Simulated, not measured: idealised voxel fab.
The following is a process module called voxel capacitor over wiring.
Section shown: cut. Width: 285 nm. Cell size: 5 nm, square.
We lay out every cross-section as a grid of square cells and spell it out in bands from the top down, where one band means one or more rows of cells. Per band: top height and bottom height in nm, followed by the left-to-right materials and their widths in nm; "everywhere" marks a single material spanning edge to edge, "empty" marks empty space. Height reference: 0 = level under which incoming wafer is all one material. Lowest band: no bottom, runs on downward, e.g. "0 -> down". Read "30 to 40" as a graded width: first number on top, second number at the bottom, same change between each pair of neighbouring rows. "remains unaltered" after a step means that no cell of the cross-section changed. You'll see "Trapped void list" listing empty spaces that have no way open to the top, as long as they're 8 cells or more; the notation is width x height at distance, where the distance is from the left edge, and all of it is in nm. On each step's line, the part that comes after the settings is the simulator's own comment on the step. "overlay nm" answers the question of how far to the right of plan the mask lay on a step that has a mask, and when it is negative the answer is to the left.

Plan
1: RECEIVE (material Si)
2: CONFORMAL_DEP (material SiO2; thk nm 15)
3: DIRECTIONAL_DEP (material TiN; thk nm 5)
4: DIRECTIONAL_DEP (material W; thk nm 25)
5: MASKED_ETCH (tone cover; mask id METAL_1; width nm 20; pitch nm 85; etch materials W; depth nm 25; overlay nm 0)
6: MASKED_ETCH (tone cover; mask id METAL_1; width nm 20; pitch nm 85; etch materials TiN; depth nm 5; overlay nm 0)
7: CONFORMAL_DEP (material SiCN; thk nm 5)
8: FILL_DEP (material SiO2; thk nm 5)
9: CMP (height nm 45)
10: CONFORMAL_DEP (material SiCN; thk nm 5)
11: DIRECTIONAL_DEP (material SiO2; thk nm 15)
12: PATTERN (tone open; mask id PLUG_1; material resist; width nm 15; thk nm 20; overlay nm 0)
13: DIRECTIONAL_ETCH (etch materials SiO2; depth nm 15)
14: DIRECTIONAL_ETCH (etch materials SiCN; depth nm 5)
15: STRIP (etch materials resist)
16: EPI (material Ru; thk nm 10)
17: EPI (material Ru; thk nm 10)
18: DIRECTIONAL_DEP (material TiN; thk nm 5)
19: DIRECTIONAL_DEP (material SiN; thk nm 5)
20: DIRECTIONAL_DEP (material TiN; thk nm 5)
21: MASKED_ETCH (tone cover; mask id UPPER_PLATE; width nm 70; etch materials TiN; depth nm 5; overlay nm 0)
22: MASKED_ETCH (tone cover; mask id UPPER_PLATE; width nm 70; etch materials SiN; depth nm 5; overlay nm 0)
23: MASKED_ETCH (tone cover; mask id LOWER_PLATE; width nm 80; etch materials TiN; depth nm 5; overlay nm 0)
24: FILL_DEP (material SiO2; thk nm 20)
25: CMP (height nm 95)
26: PATTERN (tone open; mask id PLUG_2; material resist; width nm 15; thk nm 15; overlay nm 0)
27: DIRECTIONAL_ETCH (etch materials SiO2; depth nm 15)
28: STRIP (etch materials resist)
29: CONFORMAL_DEP (material TiN; thk nm 5)
30: FILL_DEP (material Cu; thk nm 5)
31: CMP (height nm 95)
32: CONFORMAL_DEP (material SiN; thk nm 5)

The cross-section here shows the wafer as received, i.e. in its state after step 1
> 0 -> down | Si everywhere
> Trapped void list: none

First wafer of two, sectioned at end of module; run went per plan
> 100 -> 95 | SiN everywhere
> 95 -> 85 | 105 nm SiO2, then 5 nm TiN, then 5 nm Cu, then 5 nm TiN, then 165 nm SiO2
> 85 -> 75 | 105 to 95 nm SiO2, then 15 to 70 nm TiN, then 165 to 120 nm SiO2
> 75 -> 70 | 95 nm SiO2, then 70 nm SiN, then 120 nm SiO2
> 70 -> 65 | 90 nm SiO2, then 80 nm TiN, then 115 nm SiO2
> 65 -> 50 | 95 nm SiO2, then 15 nm Ru, then 175 nm SiO2
> 50 -> 45 | 95 nm SiCN, then 15 nm Ru, then 175 nm SiCN
> 45 -> 20 | 85 nm SiO2, then 5 nm SiCN, then 20 nm W, then 5 nm SiCN, then 55 nm SiO2, then 5 nm SiCN, then 20 nm W, then 5 nm SiCN, then 85 nm SiO2
> 20 -> 15 | 90 nm SiCN, then 20 nm TiN, then 65 nm SiCN, then 20 nm TiN, then 90 nm SiCN
> 15 -> 0 | SiO2 everywhere
> 0 -> down | Si everywhere
> Trapped void list: none

Wafer two (of two), end-of-module cross-section: start = wafer one, plan = wafer one, one run mistake
> 100 -> 95 | SiN everywhere
> 95 -> 85 | 105 nm SiO2, then 5 nm TiN, then 5 nm Cu, then 5 nm TiN, then 165 nm SiO2
> 85 -> 75 | 105 to 110 nm SiO2, then 15 to 55 nm TiN, then 165 to 120 nm SiO2
> 75 -> 70 | 110 nm SiO2, then 55 nm SiN, then 120 nm SiO2
> 70 -> 65 | 90 nm SiO2, then 80 nm TiN, then 115 nm SiO2
> 65 -> 60 | 95 nm SiO2, then 15 nm SiN, then 175 nm SiO2
> 60 -> 55 | 95 nm SiO2, then 15 nm TiN, then 175 nm SiO2
> 55 -> 50 | 95 nm SiO2, then 15 nm Ru, then 175 nm SiO2
> 50 -> 45 | 95 nm SiCN, then 15 nm Ru, then 175 nm SiCN
> 45 -> 20 | 85 nm SiO2, then 5 nm SiCN, then 20 nm W, then 5 nm SiCN, then 55 nm SiO2, then 5 nm SiCN, then 20 nm W, then 5 nm SiCN, then 85 nm SiO2
> 20 -> 15 | 90 nm SiCN, then 20 nm TiN, then 65 nm SiCN, then 20 nm TiN, then 90 nm SiCN
> 15 -> 0 | SiO2 everywhere
> 0 -> down | Si everywhere
> Trapped void list: none
In executing the process, a mistake was made relative to the plan: it is not possible to tell which of the identical steps 16 and 17 was omitted, only that one of them was
FYI, end of process, the second wafer has more or fewer cells of some materials than the first: 6 fewer of Ru | 6 more of SiO2
